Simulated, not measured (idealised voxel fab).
Presented below is a process module, voxel plated lines.
Xsec cut, 225 nm wide, square cell size 5 nm.
The cross-sections in this document take the form of a grid made of square cells. They are written out as bands, in order from top to bottom. Each band consists of one or more rows of cells. Within each band entry, the heights of the top and of the bottom of the band appear first, in that order and in nm; the materials of the band then follow from left to right, each with its corresponding width in nm. The designation "everywhere" on a single material indicates that it fills the band from edge to edge; the designation "empty" indicates empty space. Height datum 0, below which the as-received substrate wafer is one material. Lowest band open at the bottom, running downward: "0 down". Width: "30 to 40" (first number = top row, second number = bottom row, same change from row to row of cells). When a step is marked "nothing changed", none of the cells in the cross-section changed during that step. If an empty space has no open way to the top and is at least 8 cells in size, "Closed cavities" lists it, written width x height at distance, where distance is measured from the left edge and every value is in nm. Step line, after settings: the simulator's comment on this step. The setting "overlay nm" may be written on the line of a step. When the step uses a mask, the value reports how far to the right of the planned place the mask lay, and a negative value reports that it lay to the left.

Steps planned for the process:
- 1: RECEIVE,material Si
- 2: CONFORMAL_DEP,material SiN,thk nm 10
- 3: DIRECTIONAL_DEP,material TiN,thk nm 5
- 4: PATTERN,tone open,mask id LINES,material resist,width nm 30,pitch nm 45,thk nm 40,overlay nm 0
- 5: EPI,material Ru,thk nm 5
- 6: EPI,material Ru,thk nm 10
- 7: EPI,material Ru,thk nm 5
- 8: STRIP,etch materials resist
- 9: DIRECTIONAL_ETCH,etch materials TiN,depth nm 5
- 10: CONFORMAL_DEP,material SiO2,thk nm 10

Cross-section: wafer on arrival = after step 1:
    0 down  Si everywhere
    Closed cavities: none

Starting wafer: above. Plan: above. Run: one mistake. Cross-section after the module: below:
    25 to 10  SiO2 everywhere
    10 to 0  SiN everywhere
    0 down  Si everywhere
    Closed cavities: none
Processing error: the process deviated at step 3: the operation and settings actually run there were DIRECTIONAL_DEP,material SiO2,thk nm 5
